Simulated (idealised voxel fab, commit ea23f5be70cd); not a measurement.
process module | voxel air gaps
Shown is cross-section cut, with a width of 300 nm and square cells of size 5 nm.
Cross-section = grid of square cells, listed top down in bands; band = one or more rows. Heads up on the band format: heights come first, top then bottom, in nm. After that it's the materials left to right, each with its width in nm. A single material flagged "edge to edge" fills the whole band edge to edge, and "air" means there's empty space there. A quick word on heights: they are counted from 0, and under that level the wafer as it came to us is one material throughout. The lowest band is different from the rest in having no bottom; it simply continues downward, written as in "0 and below". Graded width ("30->40"): value in top row of band = first number; value in bottom row = second number; row-to-row change constant. You'll sometimes find "remained unchanged" written for a step, and that's the way of saying that nowhere in the cross-section did a cell change during that step. For the entry "Voids, enclosed", the listed items are empty spaces with no open way to the top whose size is 8 cells or more; each item follows the pattern width x height at distance, where distance is from the left edge and all three are in nm. Read whatever lies past the settings on a step's line as the simulator's own remark about the step. "overlay nm", when on a step's line for a step with a mask, measures how far to the right of its planned place the mask lay; a negative measure means to the left.
# Planned process steps
- 1: RECEIVE [material Si]
- 2: CONFORMAL_DEP [material SiO2] [thk nm 10]
- 3: CONFORMAL_DEP [material SiN] [thk nm 5]
- 4: DIRECTIONAL_DEP [material SiO2] [thk nm 35]
- 5: MASKED_ETCH [tone open] [mask id LINES] [width nm 15] [pitch nm 40] [etch materials SiO2] [depth nm 35] [overlay nm 0]
- 6: CONFORMAL_DEP [material TiN] [thk nm 5]
- 7: FILL_DEP [material W] [thk nm 10]
- 8: CMP [height nm 50]
- 9: EPI [material Ru] [thk nm 10]
- 10: SELECTIVE_ETCH [etch materials SiO2] [depth nm 45]
- 11: CONFORMAL_DEP [material SiCN] [thk nm 5]
# Account of the first of two wafers, which was processed as intended
# Wafer at receipt (post step 1), cross-section
0 and below  Si edge to edge
Voids, enclosed: none
# Upon completion of step 2, the wafer appears in cross-section as shown
10 down to 0  SiO2 edge to edge
Whatever lies below 0 is exactly as it was before.
# Upon completion of step 3, the wafer appears in cross-section as shown
15 down to 10  SiN edge to edge
Whatever lies below 10 is exactly as it was before.
# Upon completion of step 4, the wafer appears in cross-section as shown
50 down to 15  SiO2 edge to edge
Whatever lies below 15 is exactly as it was before.
# Upon completion of step 5, the wafer appears in cross-section as shown
50 down to 15  80 SiO2  15 air  25 SiO2  15 air  25 SiO2  15 air  25 SiO2  15 air  85 SiO2
Whatever lies below 15 is exactly as it was before.
# Upon completion of step 6, the wafer appears in cross-section as shown
55 down to 50  85 TiN  5 air  35 TiN  5 air  35 TiN  5 air  35 TiN  5 air  90 TiN
50 down to 20  80 SiO2  5 TiN  5 air  5 TiN  25 SiO2  5 TiN  5 air  5 TiN  25 SiO2  5 TiN  5 air  5 TiN  25 SiO2  5 TiN  5 air  5 TiN  85 SiO2
20 down to 15  80 SiO2  15 TiN  25 SiO2  15 TiN  25 SiO2  15 TiN  25 SiO2  15 TiN  85 SiO2
Whatever lies below 15 is exactly as it was before.
# Upon completion of step 7, the wafer appears in cross-section as shown
65 down to 55  W edge to edge
55 down to 50  85 TiN  5 W  35 TiN  5 W  35 TiN  5 W  35 TiN  5 W  90 TiN
50 down to 20  80 SiO2  5 TiN  5 W  5 TiN  25 SiO2  5 TiN  5 W  5 TiN  25 SiO2  5 TiN  5 W  5 TiN  25 SiO2  5 TiN  5 W  5 TiN  85 SiO2
Whatever lies below 20 is exactly as it was before.
# Upon completion of step 8, the wafer appears in cross-section as shown
50 down to 20  80 SiO2  5 TiN  5 W  5 TiN  25 SiO2  5 TiN  5 W  5 TiN  25 SiO2  5 TiN  5 W  5 TiN  25 SiO2  5 TiN  5 W  5 TiN  85 SiO2
Whatever lies below 20 is exactly as it was before.
# Upon completion of step 9, the wafer appears in cross-section as shown
60 down to 50  70 air  35 Ru  5 air  35 Ru  5 air  35 Ru  5 air  35 Ru  75 air
Whatever lies below 50 is exactly as it was before.
# Upon completion of step 10, the wafer appears in cross-section as shown
60 down to 50  70 air  35 Ru  5 air  35 Ru  5 air  35 Ru  5 air  35 Ru  75 air
50 down to 20  80 air  5 TiN  5 W  5 TiN  25 air  5 TiN  5 W  5 TiN  25 air  5 TiN  5 W  5 TiN  25 air  5 TiN  5 W  5 TiN  85 air
20 down to 15  80 air  15 TiN  25 air  15 TiN  25 air  15 TiN  25 air  15 TiN  85 air
Whatever lies below 15 is exactly as it was before.
# Upon completion of step 11, the wafer appears in cross-section as shown
65 down to 60  65 air  165 SiCN  70 air
60 down to 50  65 air  5 SiCN  35 Ru  5 SiCN  35 Ru  5 SiCN  35 Ru  5 SiCN  35 Ru  5 SiCN  70 air
50 down to 45  65 air  15 SiCN  5 TiN  5 W  5 TiN  25 SiCN  5 TiN  5 W  5 TiN  25 SiCN  5 TiN  5 W  5 TiN  25 SiCN  5 TiN  5 W  5 TiN  15 SiCN  70 air
45 down to 20  75 air  5 SiCN  5 TiN  5 W  5 TiN  5 SiCN  15 air  5 SiCN  5 TiN  5 W  5 TiN  5 SiCN  15 air  5 SiCN  5 TiN  5 W  5 TiN  5 SiCN  15 air  5 SiCN  5 TiN  5 W  5 TiN  5 SiCN  80 air
20 down to 15  80 SiCN  15 TiN  25 SiCN  15 TiN  25 SiCN  15 TiN  25 SiCN  15 TiN  85 SiCN
Whatever lies below 15 is exactly as it was before.
Voids, enclosed: 15 x 25 at 100; 15 x 25 at 140; 15 x 25 at 180
# Companion wafer, the second of two: same beginning, same intended sequence, one mistake in carrying it out; through step 2 inclusive it tracks the first exactly
# Second wafer: cross-section at the scheduled end of step 3
15 down to 10  TiN edge to edge
Whatever lies below 10 is exactly as it was before.
# Second wafer: cross-section at the scheduled end of step 4
50 down to 15  SiO2 edge to edge
Whatever lies below 15 is exactly as it was before.
# Second wafer: cross-section at the scheduled end of step 5
50 down to 15  80 SiO2  15 air  25 SiO2  15 air  25 SiO2  15 air  25 SiO2  15 air  85 SiO2
Whatever lies below 15 is exactly as it was before.
# Second wafer: cross-section at the scheduled end of step 6
55 down to 50  85 TiN  5 air  35 TiN  5 air  35 TiN  5 air  35 TiN  5 air  90 TiN
50 down to 20  80 SiO2  5 TiN  5 air  5 TiN  25 SiO2  5 TiN  5 air  5 TiN  25 SiO2  5 TiN  5 air  5 TiN  25 SiO2  5 TiN  5 air  5 TiN  85 SiO2
20 down to 15  80 SiO2  15 TiN  25 SiO2  15 TiN  25 SiO2  15 TiN  25 SiO2  15 TiN  85 SiO2
Whatever lies below 15 is exactly as it was before.
# Second wafer: cross-section at the scheduled end of step 7
65 down to 55  W edge to edge
55 down to 50  85 TiN  5 W  35 TiN  5 W  35 TiN  5 W  35 TiN  5 W  90 TiN
50 down to 20  80 SiO2  5 TiN  5 W  5 TiN  25 SiO2  5 TiN  5 W  5 TiN  25 SiO2  5 TiN  5 W  5 TiN  25 SiO2  5 TiN  5 W  5 TiN  85 SiO2
Whatever lies below 20 is exactly as it was before.
# Second wafer: cross-section at the scheduled end of step 8
50 down to 20  80 SiO2  5 TiN  5 W  5 TiN  25 SiO2  5 TiN  5 W  5 TiN  25 SiO2  5 TiN  5 W  5 TiN  25 SiO2  5 TiN  5 W  5 TiN  85 SiO2
Whatever lies below 20 is exactly as it was before.
# Second wafer: cross-section at the scheduled end of step 9
60 down to 50  70 air  35 Ru  5 air  35 Ru  5 air  35 Ru  5 air  35 Ru  75 air
Whatever lies below 50 is exactly as it was before.
# Second wafer: cross-section at the scheduled end of step 10
60 down to 50  70 air  35 Ru  5 air  35 Ru  5 air  35 Ru  5 air  35 Ru  75 air
50 down to 20  80 air  5 TiN  5 W  5 TiN  25 air  5 TiN  5 W  5 TiN  25 air  5 TiN  5 W  5 TiN  25 air  5 TiN  5 W  5 TiN  85 air
20 down to 15  80 air  15 TiN  25 air  15 TiN  25 air  15 TiN  25 air  15 TiN  85 air
Whatever lies below 15 is exactly as it was before.
# Second wafer: cross-section at the scheduled end of step 11
65 down to 60  65 air  165 SiCN  70 air
60 down to 50  65 air  5 SiCN  35 Ru  5 SiCN  35 Ru  5 SiCN  35 Ru  5 SiCN  35 Ru  5 SiCN  70 air
50 down to 45  65 air  15 SiCN  5 TiN  5 W  5 TiN  25 SiCN  5 TiN  5 W  5 TiN  25 SiCN  5 TiN  5 W  5 TiN  25 SiCN  5 TiN  5 W  5 TiN  15 SiCN  70 air
45 down to 20  75 air  5 SiCN  5 TiN  5 W  5 TiN  5 SiCN  15 air  5 SiCN  5 TiN  5 W  5 TiN  5 SiCN  15 air  5 SiCN  5 TiN  5 W  5 TiN  5 SiCN  15 air  5 SiCN  5 TiN  5 W  5 TiN  5 SiCN  80 air
20 down to 15  80 SiCN  15 TiN  25 SiCN  15 TiN  25 SiCN  15 TiN  25 SiCN  15 TiN  85 SiCN
Whatever lies below 15 is exactly as it was before.
Voids, enclosed: 15 x 25 at 100; 15 x 25 at 140; 15 x 25 at 180
Diagnosis: step 3 was not run as planned; what actually ran was CONFORMAL_DEP [material TiN] [thk nm 5]
The closing comparison, in cells, has the second wafer with more or fewer of some materials than the first: -60 SiN; +60 TiN
